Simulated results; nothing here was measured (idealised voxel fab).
Proc. module: voxel self aligned vias
Cross-section cut spans 235 nm and uses square cells 5 nm in size.
A cross-section is written here as square cells arranged in a grid, and it is given in bands from the top down, each band taking up one or more rows of cells.
For a band, the entry starts with two heights in nm, that of the top and then that of the bottom, and carries on with the band's materials in order from left to right, each alongside its width in nm; the word "all across" beside a single material means it fills the band edge to edge, and "blank" means empty space.
Height reference: 0 = level under which incoming wafer is all one material. Lowest band: no bottom, runs on downward, e.g. "from 0 down".
The two numbers in a width such as "30->40" mark its ends across the band: the first belongs to the top row of cells, the second to the bottom row, and from each row to the next the width moves by the same amount.
"no change occurred" (step): cross-section cells unchanged, all of them.
Closed empty spaces (no open way to the top) of 8 cells or more are what "Voids, sealed" lists, each as width x height at distance from the left edge, nm for all three.
If you see something after the settings on a step's line, that's the simulator's own remark about that step.
overlay nm: where the mask lay relative to plan, measured to the right, on steps with a mask; negatives go left.
The steps planned for the process are as follows:
- 1: RECEIVE | material Si
- 2: CONFORMAL_DEP | material SiO2 | thk nm 10
- 3: CONFORMAL_DEP | material SiCN | thk nm 5
- 4: DIRECTIONAL_DEP | material lowk | thk nm 20
- 5: MASKED_ETCH | tone open | mask id LINES | width nm 30 | pitch nm 70 | etch materials lowk | depth nm 20 | overlay nm 0
- 6: CONFORMAL_DEP | material TiN | thk nm 5
- 7: FILL_DEP | material W | thk nm 10
- 8: CMP | height nm 35
- 9: SELECTIVE_ETCH | etch materials W Ru TiN | depth nm 5
- 10: FILL_DEP | material SiN | thk nm 5
- 11: CMP | height nm 35
- 12: DIRECTIONAL_DEP | material lowk | thk nm 15
- 13: PATTERN | tone open | mask id VIAS | material resist | width nm 50 | thk nm 20 | overlay nm 0
- 14: DIRECTIONAL_ETCH | etch materials lowk | depth nm 15
- 15: DIRECTIONAL_ETCH | etch materials SiN | depth nm 5
- 16: STRIP | etch materials resist
- 17: CONFORMAL_DEP | material TiN | thk nm 5
- 18: FILL_DEP | material Cu | thk nm 5
- 19: CMP | height nm 50
- 20: CONFORMAL_DEP | material SiCN | thk nm 5
First of two wafers - as planned:
Step 1 complete: cross-section of the wafer as received:
	from 0 down  Si all across
	Voids, sealed: none
Step 2 done - wafer cross-section:
	from 10 to 0  SiO2 all across
	For the remainder of the cross-section, below 0, there is no change.
Step 3 done - wafer cross-section:
	from 15 to 10  SiCN all across
	For the remainder of the cross-section, below 10, there is no change.
Step 4 done - wafer cross-section:
	from 35 to 15  lowk all across
	For the remainder of the cross-section, below 15, there is no change.
Step 5 done - wafer cross-section:
	from 35 to 15  65 of lowk | 30 of blank | 40 of lowk | 30 of blank | 70 of lowk
	For the remainder of the cross-section, below 15, there is no change.
Step 6 done - wafer cross-section:
	from 40 to 35  70 of TiN | 20 of blank | 50 of TiN | 20 of blank | 75 of TiN
	from 35 to 20  65 of lowk | 5 of TiN | 20 of blank | 5 of TiN | 40 of lowk | 5 of TiN | 20 of blank | 5 of TiN | 70 of lowk
	from 20 to 15  65 of lowk | 30 of TiN | 40 of lowk | 30 of TiN | 70 of lowk
	For the remainder of the cross-section, below 15, there is no change.
Step 7 done - wafer cross-section:
	from 50 to 40  W all across
	from 40 to 35  70 of TiN | 20 of W | 50 of TiN | 20 of W | 75 of TiN
	from 35 to 20  65 of lowk | 5 of TiN | 20 of W | 5 of TiN | 40 of lowk | 5 of TiN | 20 of W | 5 of TiN | 70 of lowk
	For the remainder of the cross-section, below 20, there is no change.
Step 8 done - wafer cross-section:
	from 35 to 20  65 of lowk | 5 of TiN | 20 of W | 5 of TiN | 40 of lowk | 5 of TiN | 20 of W | 5 of TiN | 70 of lowk
	For the remainder of the cross-section, below 20, there is no change.
Step 9 done - wafer cross-section:
	from 35 to 30  65 of lowk | 30 of blank | 40 of lowk | 30 of blank | 70 of lowk
	For the remainder of the cross-section, below 30, there is no change.
Step 10 done - wafer cross-section:
	from 40 to 35  SiN all across
	from 35 to 30  65 of lowk | 30 of SiN | 40 of lowk | 30 of SiN | 70 of lowk
	For the remainder of the cross-section, below 30, there is no change.
Step 11 done - wafer cross-section:
	from 35 to 30  65 of lowk | 30 of SiN | 40 of lowk | 30 of SiN | 70 of lowk
	For the remainder of the cross-section, below 30, there is no change.
Step 12 done - wafer cross-section:
	from 50 to 35  lowk all across
	For the remainder of the cross-section, below 35, there is no change.
Step 13 done - wafer cross-section:
	from 70 to 50  55 of resist | 50 of blank | 130 of resist
	For the remainder of the cross-section, below 50, there is no change.
Step 14 done - wafer cross-section:
	from 70 to 50  55 of resist | 50 of blank | 130 of resist
	from 50 to 35  55 of lowk | 50 of blank | 130 of lowk
	For the remainder of the cross-section, below 35, there is no change.
Step 15 done - wafer cross-section:
	from 70 to 50  55 of resist | 50 of blank | 130 of resist
	from 50 to 35  55 of lowk | 50 of blank | 130 of lowk
	from 35 to 30  65 of lowk | 30 of blank | 40 of lowk | 30 of SiN | 70 of lowk
	For the remainder of the cross-section, below 30, there is no change.
Step 16 done - wafer cross-section:
	from 50 to 35  55 of lowk | 50 of blank | 130 of lowk
	For the remainder of the cross-section, below 35, there is no change.
Step 17 done - wafer cross-section:
	from 55 to 50  60 of TiN | 40 of blank | 135 of TiN
	from 50 to 40  55 of lowk | 5 of TiN | 40 of blank | 5 of TiN | 130 of lowk
	from 40 to 35  55 of lowk | 15 of TiN | 20 of blank | 15 of TiN | 130 of lowk
	from 35 to 30  65 of lowk | 30 of TiN | 40 of lowk | 30 of SiN | 70 of lowk
	For the remainder of the cross-section, below 30, there is no change.
Step 18 done - wafer cross-section:
	from 60 to 55  Cu all across
	from 55 to 50  60 of TiN | 40 of Cu | 135 of TiN
	from 50 to 40  55 of lowk | 5 of TiN | 40 of Cu | 5 of TiN | 130 of lowk
	from 40 to 35  55 of lowk | 15 of TiN | 20 of Cu | 15 of TiN | 130 of lowk
	For the remainder of the cross-section, below 35, there is no change.
Step 19 done - wafer cross-section:
	from 50 to 40  55 of lowk | 5 of TiN | 40 of Cu | 5 of TiN | 130 of lowk
	For the remainder of the cross-section, below 40, there is no change.
Step 20 done - wafer cross-section:
	from 55 to 50  SiCN all across
	For the remainder of the cross-section, below 50, there is no change.
Second wafer - shared start and plan with the first - one error in running - same as the first up to step 3 inclusive:
Planned end of step 4: second wafer, cross-section:
	from 30 to 15  lowk all across
	For the remainder of the cross-section, below 15, there is no change.
Planned end of step 5: second wafer, cross-section:
	from 30 to 15  65 of lowk | 30 of blank | 40 of lowk | 30 of blank | 70 of lowk
	For the remainder of the cross-section, below 15, there is no change.
Planned end of step 6: second wafer, cross-section:
	from 35 to 30  70 of TiN | 20 of blank | 50 of TiN | 20 of blank | 75 of TiN
	from 30 to 20  65 of lowk | 5 of TiN | 20 of blank | 5 of TiN | 40 of lowk | 5 of TiN | 20 of blank | 5 of TiN | 70 of lowk
	from 20 to 15  65 of lowk | 30 of TiN | 40 of lowk | 30 of TiN | 70 of lowk
	For the remainder of the cross-section, below 15, there is no change.
Planned end of step 7: second wafer, cross-section:
	from 45 to 35  W all across
	from 35 to 30  70 of TiN | 20 of W | 50 of TiN | 20 of W | 75 of TiN
	from 30 to 20  65 of lowk | 5 of TiN | 20 of W | 5 of TiN | 40 of lowk | 5 of TiN | 20 of W | 5 of TiN | 70 of lowk
	For the remainder of the cross-section, below 20, there is no change.
Planned end of step 8: second wafer, cross-section:
	from 35 to 30  70 of TiN | 20 of W | 50 of TiN | 20 of W | 75 of TiN
	For the remainder of the cross-section, below 30, there is no change.
Planned end of step 9: second wafer, cross-section:
	from 30 to 20  65 of lowk | 5 of TiN | 20 of W | 5 of TiN | 40 of lowk | 5 of TiN | 20 of W | 5 of TiN | 70 of lowk
	For the remainder of the cross-section, below 20, there is no change.
Planned end of step 10: second wafer, cross-section:
	from 35 to 30  SiN all across
	For the remainder of the cross-section, below 30, there is no change.
Planned end of step 11: second wafer, cross-section: no change occurred
Planned end of step 12: second wafer, cross-section:
	from 50 to 35  lowk all across
	For the remainder of the cross-section, below 35, there is no change.
Planned end of step 13: second wafer, cross-section:
	from 70 to 50  55 of resist | 50 of blank | 130 of resist
	For the remainder of the cross-section, below 50, there is no change.
Planned end of step 14: second wafer, cross-section:
	from 70 to 50  55 of resist | 50 of blank | 130 of resist
	from 50 to 35  55 of lowk | 50 of blank | 130 of lowk
	For the remainder of the cross-section, below 35, there is no change.
Planned end of step 15: second wafer, cross-section:
	from 70 to 50  55 of resist | 50 of blank | 130 of resist
	from 50 to 35  55 of lowk | 50 of blank | 130 of lowk
	from 35 to 30  55 of SiN | 50 of blank | 130 of SiN
	For the remainder of the cross-section, below 30, there is no change.
Planned end of step 16: second wafer, cross-section:
	from 50 to 35  55 of lowk | 50 of blank | 130 of lowk
	For the remainder of the cross-section, below 35, there is no change.
Planned end of step 17: second wafer, cross-section:
	from 55 to 50  60 of TiN | 40 of blank | 135 of TiN
	from 50 to 35  55 of lowk | 5 of TiN | 40 of blank | 5 of TiN | 130 of lowk
	from 35 to 30  55 of SiN | 50 of TiN | 130 of SiN
	For the remainder of the cross-section, below 30, there is no change.
Planned end of step 18: second wafer, cross-section:
	from 60 to 55  Cu all across
	from 55 to 50  60 of TiN | 40 of Cu | 135 of TiN
	from 50 to 35  55 of lowk | 5 of TiN | 40 of Cu | 5 of TiN | 130 of lowk
	For the remainder of the cross-section, below 35, there is no change.
Planned end of step 19: second wafer, cross-section:
	from 50 to 35  55 of lowk | 5 of TiN | 40 of Cu | 5 of TiN | 130 of lowk
	For the remainder of the cross-section, below 35, there is no change.
Planned end of step 20: second wafer, cross-section:
	from 55 to 50  SiCN all across
	For the remainder of the cross-section, below 50, there is no change.
The mistake made against the process plan was this: step 4 went in with a setting other than planned; the actual run was DIRECTIONAL_DEP | material lowk | thk nm 15
Per the end-of-run cell counts, the second wafer holds more or fewer of some materials than the first: Cu +4, SiN +31, lowk -35
